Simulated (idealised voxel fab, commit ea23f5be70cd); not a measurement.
voxel transistor to metal: a process module
This is section cut - it's 300 nm across, gridded in 5 nm square cells.
Reading order for cross-sections: top band down to bottom band. Underlying form: a grid of square cells. Band size: one or more rows of cells.
For a band, the entry starts with two heights in nm, that of the top and then that of the bottom, and carries on with the band's materials in order from left to right, each alongside its width in nm; the word "full width" beside a single material means it fills the band edge to edge, and "blank" means empty space.
Convention: height 0 is the level below which the wafer, as received, is all one material. The lowest band does not terminate at the bottom but continues downward, represented as "top 0, no bottom".
A width such as "30 to 40" changes by the same amount from each row of cells to the next, from the band's top row to its bottom row.
"nothing was modified" (step): cross-section cells unchanged, all of them.
The entry titled "Fully closed voids" provides the empty spaces that have no open way to the top, restricted to those of 8 cells or more. Each is presented as width x height at distance, the distance being measured from the left edge, with all three in nm.
The remark found on a step's line after its settings is issued by the simulator itself and pertains to that step.
overlay nm: how far to the right of its planned place the mask lay on this masked step (negative: to the left).
### The planned process steps are enumerated hereunder
- 1: RECEIVE with material Si
- 2: CONFORMAL_DEP with material SiO2, thk nm 5
- 3: CONFORMAL_DEP with material SiN, thk nm 10
- 4: DIRECTIONAL_DEP with material aC, thk nm 15
- 5: PATTERN with tone cover, mask id ACTIVE, material resist, width nm 95, pitch nm 125, thk nm 30, overlay nm 0
- 6: DIRECTIONAL_ETCH with etch materials aC, depth nm 15
- 7: STRIP with etch materials resist
- 8: DIRECTIONAL_ETCH with etch materials SiN, depth nm 10
- 9: DIRECTIONAL_ETCH with etch materials SiO2, depth nm 5
- 10: DIRECTIONAL_ETCH with etch materials Si, depth nm 20
- 11: STRIP with etch materials aC
- 12: FILL_DEP with material SiO2, thk nm 10
- 13: CMP with height nm 15
- 14: SELECTIVE_ETCH with etch materials SiO2, depth nm 5
- 15: STRIP with etch materials SiN
- 16: SELECTIVE_ETCH with etch materials SiO2, depth nm 5
- 17: OXIDIZE with depth nm 5
- 18: DIRECTIONAL_DEP with material polySi, thk nm 25
- 19: DIRECTIONAL_DEP with material SiCN, thk nm 15
- 20: DIRECTIONAL_DEP with material aC, thk nm 10
- 21: PATTERN with tone cover, mask id GATE, material resist, width nm 15, pitch nm 125, thk nm 25, overlay nm 0
- 22: DIRECTIONAL_ETCH with etch materials aC, depth nm 10
- 23: STRIP with etch materials resist
- 24: DIRECTIONAL_ETCH with etch materials SiCN, depth nm 25
- 25: DIRECTIONAL_ETCH with etch materials polySi, depth nm 35
- 26: STRIP with etch materials aC
- 27: CONFORMAL_DEP with material SiN, thk nm 5
- 28: DIRECTIONAL_ETCH with etch materials SiN, depth nm 5
- 29: DIRECTIONAL_ETCH with etch materials SiO2, depth nm 5
- 30: EPI with material nSi, thk nm 5
- 31: FILL_DEP with material SiO2, thk nm 10
- 32: CMP with height nm 40
- 33: DIRECTIONAL_DEP with material SiO2, thk nm 15
- 34: DIRECTIONAL_DEP with material aC, thk nm 15
- 35: PATTERN with tone open, mask id CONTACT, material resist, width nm 15, thk nm 35, overlay nm 0
- 36: DIRECTIONAL_ETCH with etch materials aC, depth nm 15
- 37: STRIP with etch materials resist
- 38: DIRECTIONAL_ETCH with etch materials SiO2, depth nm 55
- 39: STRIP with etch materials aC
- 40: CONFORMAL_DEP with material TiN, thk nm 5
- 41: FILL_DEP with material W, thk nm 5
- 42: CMP with height nm 55
- 43: DIRECTIONAL_DEP with material TiN, thk nm 5
- 44: DIRECTIONAL_DEP with material W, thk nm 15
- 45: DIRECTIONAL_DEP with material aC, thk nm 15
- 46: PATTERN with tone cover, mask id METAL_1, material resist, width nm 15, thk nm 30, overlay nm 0
- 47: DIRECTIONAL_ETCH with etch materials aC, depth nm 15
- 48: STRIP with etch materials resist
- 49: DIRECTIONAL_ETCH with etch materials W, depth nm 15
- 50: DIRECTIONAL_ETCH with etch materials TiN, depth nm 5
- 51: STRIP with etch materials aC
- 52: CONFORMAL_DEP with material SiN, thk nm 5
- 53: FILL_DEP with material lowk, thk nm 5
- 54: CMP with height nm 75
- 55: CONFORMAL_DEP with material SiN, thk nm 5
### Here's what the wafer looked like in cross-section when it arrived - that's after step 1
    top 0, no bottom  Si full width
    Fully closed voids: none
### Sectioned view, first of two wafers, at the close of the module, processed as intended in the plan
    top 80, bottom 75  SiN full width
    top 75, bottom 60  45 lowk, then 5 SiN, then 15 W, then 5 SiN, then 35 lowk, then 5 SiN, then 15 W, then 5 SiN, then 40 lowk, then 5 SiN, then 15 W, then 5 SiN, then 35 lowk, then 5 SiN, then 15 W, then 5 SiN, then 45 lowk
    top 60, bottom 55  50 SiN, then 15 TiN, then 45 SiN, then 15 TiN, then 50 SiN, then 15 TiN, then 45 SiN, then 15 TiN, then 50 SiN
    top 55, bottom 40  50 SiO2, then 5 TiN, then 5 W, then 5 TiN, then 45 SiO2, then 5 TiN, then 5 W, then 5 TiN, then 50 SiO2, then 5 TiN, then 5 W, then 5 TiN, then 45 SiO2, then 5 TiN, then 5 W, then 5 TiN, then 50 SiO2
    top 40, bottom 25  50 SiO2, then 5 TiN, then 5 W, then 5 TiN, then 10 SiO2, then 5 SiN, then 15 SiCN, then 5 SiN, then 10 SiO2, then 5 TiN, then 5 W, then 5 TiN, then 50 SiO2, then 5 TiN, then 5 W, then 5 TiN, then 10 SiO2, then 5 SiN, then 15 SiCN, then 5 SiN, then 10 SiO2, then 5 TiN, then 5 W, then 5 TiN, then 50 SiO2
    top 25, bottom 5  50 SiO2, then 5 TiN, then 5 W, then 5 TiN, then 10 SiO2, then 5 SiN, then 15 polySi, then 5 SiN, then 10 SiO2, then 5 TiN, then 5 W, then 5 TiN, then 50 SiO2, then 5 TiN, then 5 W, then 5 TiN, then 10 SiO2, then 5 SiN, then 15 polySi, then 5 SiN, then 10 SiO2, then 5 TiN, then 5 W, then 5 TiN, then 50 SiO2
    top 5, bottom 0  35 SiO2, then 5 SiN, then 10 SiO2, then 15 TiN, then 10 SiO2, then 5 SiN, then 15 polySi, then 5 SiN, then 10 SiO2, then 15 TiN, then 10 SiO2, then 5 SiN, then 20 SiO2, then 5 SiN, then 10 SiO2, then 15 TiN, then 10 SiO2, then 5 SiN, then 15 polySi, then 5 SiN, then 10 SiO2, then 15 TiN, then 10 SiO2, then 5 SiN, then 35 SiO2
    top 0, bottom -5  40 SiO2, then 35 nSi, then 25 SiO2, then 35 nSi, then 30 SiO2, then 35 nSi, then 25 SiO2, then 35 nSi, then 40 SiO2
    top -5, bottom -20  40 SiO2, then 95 Si, then 30 SiO2, then 95 Si, then 40 SiO2
    top -20, no bottom  Si full width
    Fully closed voids: none
### Wafer two (of two), end-of-module cross-section: start = wafer one, plan = wafer one, one run mistake
    top 80, bottom 75  SiN full width
    top 75, bottom 60  40 lowk, then 5 SiN, then 25 W, then 5 SiN, then 25 lowk, then 5 SiN, then 25 W, then 5 SiN, then 30 lowk, then 5 SiN, then 25 W, then 5 SiN, then 25 lowk, then 5 SiN, then 25 W, then 5 SiN, then 40 lowk
    top 60, bottom 55  45 SiN, then 25 TiN, then 35 SiN, then 25 TiN, then 40 SiN, then 25 TiN, then 35 SiN, then 25 TiN, then 45 SiN
    top 55, bottom 40  50 SiO2, then 5 TiN, then 5 W, then 5 TiN, then 45 SiO2, then 5 TiN, then 5 W, then 5 TiN, then 50 SiO2, then 5 TiN, then 5 W, then 5 TiN, then 45 SiO2, then 5 TiN, then 5 W, then 5 TiN, then 50 SiO2
    top 40, bottom 25  50 SiO2, then 5 TiN, then 5 W, then 5 TiN, then 10 SiO2, then 5 SiN, then 15 SiCN, then 5 SiN, then 10 SiO2, then 5 TiN, then 5 W, then 5 TiN, then 50 SiO2, then 5 TiN, then 5 W, then 5 TiN, then 10 SiO2, then 5 SiN, then 15 SiCN, then 5 SiN, then 10 SiO2, then 5 TiN, then 5 W, then 5 TiN, then 50 SiO2
    top 25, bottom 5  50 SiO2, then 5 TiN, then 5 W, then 5 TiN, then 10 SiO2, then 5 SiN, then 15 polySi, then 5 SiN, then 10 SiO2, then 5 TiN, then 5 W, then 5 TiN, then 50 SiO2, then 5 TiN, then 5 W, then 5 TiN, then 10 SiO2, then 5 SiN, then 15 polySi, then 5 SiN, then 10 SiO2, then 5 TiN, then 5 W, then 5 TiN, then 50 SiO2
    top 5, bottom 0  35 SiO2, then 5 SiN, then 10 SiO2, then 15 TiN, then 10 SiO2, then 5 SiN, then 15 polySi, then 5 SiN, then 10 SiO2, then 15 TiN, then 10 SiO2, then 5 SiN, then 20 SiO2, then 5 SiN, then 10 SiO2, then 15 TiN, then 10 SiO2, then 5 SiN, then 15 polySi, then 5 SiN, then 10 SiO2, then 15 TiN, then 10 SiO2, then 5 SiN, then 35 SiO2
    top 0, bottom -5  40 SiO2, then 35 nSi, then 25 SiO2, then 35 nSi, then 30 SiO2, then 35 nSi, then 25 SiO2, then 35 nSi, then 40 SiO2
    top -5, bottom -20  40 SiO2, then 95 Si, then 30 SiO2, then 95 Si, then 40 SiO2
    top -20, no bottom  Si full width
    Fully closed voids: none
What broke from the plan during processing? step 46 did not use the planned setting and instead ran as PATTERN with tone cover, mask id METAL_1, material resist, width nm 25, thk nm 30, overlay nm 0
End check, counted in cells, second wafer has more or fewer of these materials than the first: SiN: 8 fewer | TiN: 8 more | W: 24 more | lowk: 24 fewer
